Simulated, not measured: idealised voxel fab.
Herein follows the process module entitled voxel lift off.
The width of the displayed cross-section, cut, is 165 nm; its cells are square, with a size of 5 nm.
Think of the cross-section as a grid of square cells. We describe it in bands, top to bottom, and each band covers one or more rows of those cells.
Quick guide to a band line: top height, bottom height (nm) up front; then every material left to right with its width in nm. Only one material and it's marked "edge to edge"? Then it fills the band edge to edge. And "blank" just means empty space.
The reference from which all heights are counted is 0, the level beneath which the as-received wafer is entirely one material; the lowest band, having no lower bound, proceeds downward and is written after the example "0..down".
Width: "30->40" (first number = top row, second number = bottom row, same change from row to row of cells).
Given "no alteration" for a step, no cell of the cross-section differs between before and after that step.
"Closed empty spaces" specifies each empty space that is not open to the top and that occupies no fewer than 8 cells, using the form width x height at distance, the distance measured from the left edge and all three quantities in nm.
Whatever follows a step's settings on its line is a remark the simulator itself makes about that step.
overlay nm: on a step with a mask, how far right of its planned place the mask lay; negative means left.
The steps planned for the process are as follows
- 1: RECEIVE,material Si
- 2: CONFORMAL_DEP,material Al2O3,thk nm 5
- 3: PATTERN,tone open,mask id LINES,material resist,width nm 30,pitch nm 45,thk nm 15,overlay nm 0
- 4: DIRECTIONAL_DEP,material Ru,thk nm 5
- 5: STRIP,etch materials resist
- 6: CONFORMAL_DEP,material SiN,thk nm 5
First wafer of two (run as planned)
Cross-section: wafer on arrival = after step 1
* 0..down: Si edge to edge
* Closed empty spaces: none
Wafer after step 2 (cross-section)
* 5..0: Al2O3 edge to edge
* Everything under 0 stays put, no change at all.
Wafer after step 3 (cross-section)
* 20..5: resist 20 nm, blank 30 nm, resist 15 nm, blank 30 nm, resist 15 nm, blank 30 nm, resist 25 nm
* Everything under 5 stays put, no change at all.
Wafer after step 4 (cross-section)
* 25..20: Ru 20 nm, blank 30 nm, Ru 15 nm, blank 30 nm, Ru 15 nm, blank 30 nm, Ru 25 nm
* 20..10: resist 20 nm, blank 30 nm, resist 15 nm, blank 30 nm, resist 15 nm, blank 30 nm, resist 25 nm
* 10..5: resist 20 nm, Ru 30 nm, resist 15 nm, Ru 30 nm, resist 15 nm, Ru 30 nm, resist 25 nm
* Everything under 5 stays put, no change at all.
Wafer after step 5 (cross-section)
* 10..5: blank 20 nm, Ru 30 nm, blank 15 nm, Ru 30 nm, blank 15 nm, Ru 30 nm, blank 25 nm
* Everything under 5 stays put, no change at all.
Wafer after step 6 (cross-section)
* 15..10: blank 15 nm, SiN 40 nm, blank 5 nm, SiN 40 nm, blank 5 nm, SiN 40 nm, blank 20 nm
* 10..5: SiN 20 nm, Ru 30 nm, SiN 15 nm, Ru 30 nm, SiN 15 nm, Ru 30 nm, SiN 25 nm
* Everything under 5 stays put, no change at all.
The second wafer began exactly as the first did and followed the same plan, but one mistake was made while running it; through step 2 inclusive, the two wafers are identical
What the second wafer looks like in cross-section when step 3 should have wrapped up
* 20..5: resist 15 nm, blank 30 nm, resist 15 nm, blank 30 nm, resist 15 nm, blank 30 nm, resist 30 nm
* Everything under 5 stays put, no change at all.
What the second wafer looks like in cross-section when step 4 should have wrapped up
* 25..20: Ru 15 nm, blank 30 nm, Ru 15 nm, blank 30 nm, Ru 15 nm, blank 30 nm, Ru 30 nm
* 20..10: resist 15 nm, blank 30 nm, resist 15 nm, blank 30 nm, resist 15 nm, blank 30 nm, resist 30 nm
* 10..5: resist 15 nm, Ru 30 nm, resist 15 nm, Ru 30 nm, resist 15 nm, Ru 30 nm, resist 30 nm
* Everything under 5 stays put, no change at all.
What the second wafer looks like in cross-section when step 5 should have wrapped up
* 10..5: blank 15 nm, Ru 30 nm, blank 15 nm, Ru 30 nm, blank 15 nm, Ru 30 nm, blank 30 nm
* Everything under 5 stays put, no change at all.
What the second wafer looks like in cross-section when step 6 should have wrapped up
* 15..10: blank 10 nm, SiN 40 nm, blank 5 nm, SiN 40 nm, blank 5 nm, SiN 40 nm, blank 25 nm
* 10..5: SiN 15 nm, Ru 30 nm, SiN 15 nm, Ru 30 nm, SiN 15 nm, Ru 30 nm, SiN 30 nm
* Everything under 5 stays put, no change at all.
What was done differently from what was planned? step 3 did not happen as planned, as run it was PATTERN,tone open,mask id LINES,material resist,width nm 30,pitch nm 45,thk nm 15,overlay nm -5
Both wafers, final: cells per material equal; arrangement not.
